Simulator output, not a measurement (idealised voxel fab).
Proc. module: voxel air gaps
The figure presents cross-section cut, which has a width of 250 nm and is divided into square cells with an edge length of 5 nm.
Heads up, the way a cross-section reads in here is a grid of square cells, handed over as bands from the top down, with every band being one or more rows of cells. The band entry comprises the height of the band's top followed by the height of its bottom, expressed in nm, and subsequently the band's materials from left to right, each stated together with its width in nm. Where a single material is marked with the word "all across", that material fills the band from edge to edge. The word "air" represents empty space. A quick word on heights: they are counted from 0, and under that level the wafer as it came to us is one material throughout. The lowest band is different from the rest in having no bottom; it simply continues downward, written as in "0 -> down". When a width is written as two numbers, as in "30->40", the first number is the width in the top row of cells of the band and the second is the width in its bottom row, and the width changes by the same amount from each row to the next. Any step labelled "left unchanged" changed none of the cells in the cross-section. For the entry "Enclosed void list", the listed items are empty spaces with no open way to the top whose size is 8 cells or more; each item follows the pattern width x height at distance, where distance is from the left edge and all three are in nm. The remark found on a step's line after its settings is issued by the simulator itself and pertains to that step. overlay nm: for a step with a mask, the amount by which the mask lay right of where it was planned; a negative amount means left of it.
Here's what the planned process steps look like
1) RECEIVE with material Si
2) CONFORMAL_DEP with material SiO2, thk nm 5
3) CONFORMAL_DEP with material SiN, thk nm 5
4) DIRECTIONAL_DEP with material SiO2, thk nm 40
5) PATTERN with tone open, mask id LINES, material resist, width nm 25, pitch nm 55, thk nm 15, overlay nm 0
6) DIRECTIONAL_ETCH with etch materials SiO2, depth nm 40
7) STRIP with etch materials resist
8) CONFORMAL_DEP with material TiN, thk nm 5
9) FILL_DEP with material W, thk nm 5
10) CMP with height nm 60
11) EPI with material Ru, thk nm 10
12) SELECTIVE_ETCH with etch materials SiO2, depth nm 50
13) CONFORMAL_DEP with material SiN, thk nm 5
The thk nm used in step 2 is not the same on every wafer, whereas the starting condition is; the value printed in the plan is the first wafer's.
Cross-section of the first incoming wafer of several, state after step 1
- 0 -> down: Si all across
- Enclosed void list: none
Once step 13, the last step, is complete, the module is at its end; this is the cross-section of the first of several wafers
- 75 -> 70: SiN all across
- 70 -> 60: Ru all across
- 60 -> 55: W all across
- 55 -> 50: TiN (60), then W (15), then TiN (40), then W (15), then TiN (40), then W (15), then TiN (65)
- 50 -> 15: SiO2 (55), then TiN (5), then W (15), then TiN (5), then SiO2 (30), then TiN (5), then W (15), then TiN (5), then SiO2 (30), then TiN (5), then W (15), then TiN (5), then SiO2 (60)
- 15 -> 10: SiO2 (55), then TiN (25), then SiO2 (30), then TiN (25), then SiO2 (30), then TiN (25), then SiO2 (60)
- 10 -> 5: SiN all across
- 5 -> 0: SiO2 all across
- 0 -> down: Si all across
- Enclosed void list: none
End of module: cross-section, last of several wafers
- 75 -> 70: air (40), then SiN (165), then air (45)
- 70 -> 60: air (40), then SiN (5), then Ru (45), then SiN (10), then Ru (45), then SiN (10), then Ru (45), then SiN (5), then air (45)
- 60 -> 55: air (40), then SiN (15), then TiN (5), then W (15), then TiN (5), then SiN (30), then TiN (5), then W (15), then TiN (5), then SiN (30), then TiN (5), then W (15), then TiN (5), then SiN (15), then air (45)
- 55 -> 40: air (50), then SiN (5), then TiN (5), then W (15), then TiN (5), then SiN (5), then air (20), then SiN (5), then TiN (5), then W (15), then TiN (5), then SiN (5), then air (20), then SiN (5), then TiN (5), then W (15), then TiN (5), then SiN (5), then air (55)
- 40 -> 35: SiN (55), then TiN (25), then SiN (30), then TiN (25), then SiN (30), then TiN (25), then SiN (60)
- 35 -> 30: SiN all across
- 30 -> 0: SiO2 all across
- 0 -> down: Si all across
- Enclosed void list: 20 x 15 at 85; 20 x 15 at 140
Gained (+) or lost (-) cells of each material since receipt, then closed voids: one row per wafer, at the end of the module
thk nm 5; +100 Ru; +100 SiN; +330 SiO2; +98 TiN; +122 W; Enclosed void list: none
thk nm 10; +100 Ru; +100 SiN; +380 SiO2; +98 TiN; +72 W; Enclosed void list: none
thk nm 15; +54 Ru; +184 SiN; +150 SiO2; +57 TiN; +63 W; Enclosed void list: 20 x 30 at 85; 20 x 30 at 140
thk nm 20; +54 Ru; +178 SiN; +200 SiO2; +51 TiN; +54 W; Enclosed void list: 20 x 25 at 85; 20 x 25 at 140
thk nm 25; +54 Ru; +172 SiN; +250 SiO2; +45 TiN; +45 W; Enclosed void list: 20 x 20 at 85; 20 x 20 at 140
thk nm 30; +54 Ru; +166 SiN; +300 SiO2; +39 TiN; +36 W; Enclosed void list: 20 x 15 at 85; 20 x 15 at 140
